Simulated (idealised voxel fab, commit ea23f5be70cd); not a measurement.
process module | voxel capacitor over wiring
cross-section cut | 245 nm wide | cells 5 nm
A cross-section is a grid of square cells, given in bands from the top down. A band is one or more rows of cells.
Each band's line starts with the height of the band's top and of its bottom, in nm. Then come its materials from left to right, each with its width in nm. One material with "throughout" fills the band from edge to edge. "air" is empty space.
Height 0 is the level under which the wafer as received is all one material. The lowest band goes on downwards, as in "0 down".
A width such as "30 to 40" changes by the same amount from each row of cells to the next, from the band's top row to its bottom row.
"no change" after a step means that no cell of the cross-section changed.
closed voids: empty space of 8 cells or more with no open way to the top, each as width x height at its distance from the left edge, in nm
after a step's settings: what the simulator itself notes on the step
overlay nm, on a step with a mask: how far to the right of its planned place the mask lay; to the left if negative
plan
1 op RECEIVE | material Si
2 op CONFORMAL_DEP | material SiO2 | thk nm 15
3 op CONFORMAL_DEP | material SiCN | thk nm 5
4 op DIRECTIONAL_DEP | material SiO2 | thk nm 25
5 op DIRECTIONAL_DEP | material aC | thk nm 15
6 op PATTERN | tone open | mask id METAL_1 | material resist | width nm 25 | pitch nm 80 | thk nm 30 | overlay nm 0
7 op DIRECTIONAL_ETCH | etch materials aC | depth nm 15
8 op STRIP | etch materials resist
9 op DIRECTIONAL_ETCH | etch materials SiO2 | depth nm 25
10 op DIRECTIONAL_ETCH | etch materials SiCN | depth nm 5
11 op STRIP | etch materials aC
12 op CONFORMAL_DEP | material TiN | thk nm 5
13 op FILL_DEP | material Cu | thk nm 5
14 op CMP | height nm 45
15 op CONFORMAL_DEP | material SiCN | thk nm 5
16 op DIRECTIONAL_DEP | material SiO2 | thk nm 10
17 op DIRECTIONAL_DEP | material aC | thk nm 10
18 op PATTERN | tone open | mask id PLUG_1 | material resist | width nm 15 | thk nm 25 | overlay nm 0
19 op DIRECTIONAL_ETCH | etch materials aC | depth nm 10
20 op STRIP | etch materials resist
21 op DIRECTIONAL_ETCH | etch materials SiO2 | depth nm 10
22 op DIRECTIONAL_ETCH | etch materials SiCN | depth nm 5
23 op STRIP | etch materials aC
24 op CONFORMAL_DEP | material TiN | thk nm 5
25 op FILL_DEP | material Ru | thk nm 5
26 op CMP | height nm 60
27 op DIRECTIONAL_DEP | material TiN | thk nm 10
28 op DIRECTIONAL_DEP | material HfO2 | thk nm 5
29 op DIRECTIONAL_DEP | material TiN | thk nm 5
30 op DIRECTIONAL_DEP | material aC | thk nm 15
31 op PATTERN | tone cover | mask id UPPER_PLATE | material resist | width nm 60 | thk nm 30 | overlay nm 0
32 op DIRECTIONAL_ETCH | etch materials aC | depth nm 15
33 op STRIP | etch materials resist
34 op DIRECTIONAL_ETCH | etch materials TiN | depth nm 5
35 op DIRECTIONAL_ETCH | etch materials HfO2 | depth nm 5
36 op STRIP | etch materials aC
37 op PATTERN | tone cover | mask id LOWER_PLATE | material resist | width nm 70 | thk nm 20 | overlay nm 0
38 op DIRECTIONAL_ETCH | etch materials TiN | depth nm 10
39 op STRIP | etch materials resist
40 op FILL_DEP | material SiO2 | thk nm 20
41 op CMP | height nm 95
42 op PATTERN | tone open | mask id PLUG_2 | material resist | width nm 15 | thk nm 20 | overlay nm 0
43 op DIRECTIONAL_ETCH | etch materials SiO2 | depth nm 15
44 op STRIP | etch materials resist
45 op CONFORMAL_DEP | material TiN | thk nm 5
46 op FILL_DEP | material Ru | thk nm 5
47 op CMP | height nm 95
48 op CONFORMAL_DEP | material SiCN | thk nm 5
as received, after step 1
  0 down: Si throughout
  closed voids: none
a wafer at the end: this start, this plan, one mistake
  100 to 95: SiCN throughout
  95 to 85: SiO2 90 | TiN 5 | Ru 5 | TiN 5 | SiO2 140
  85 to 75: SiO2 90 to 80 | TiN 15 to 60 | SiO2 140 to 105
  75 to 70: SiO2 80 | HfO2 60 | SiO2 105
  70 to 65: SiO2 75 | TiN 70 | SiO2 100
  65 to 60: TiN throughout
  60 to 50: SiO2 80 | TiN 5 | Ru 5 | TiN 5 | SiO2 150
  50 to 45: SiCN 80 | TiN 15 | SiCN 150
  45 to 20: SiO2 70 | TiN 5 | Cu 15 | TiN 5 | SiO2 55 | TiN 5 | Cu 15 | TiN 5 | SiO2 70
  20 to 15: SiCN 70 | TiN 25 | SiCN 55 | TiN 25 | SiCN 70
  15 to 0: SiO2 throughout
  0 down: Si throughout
  closed voids: none
what went wrong: step 38 ran as: op DIRECTIONAL_ETCH | etch materials TiN | depth nm 5
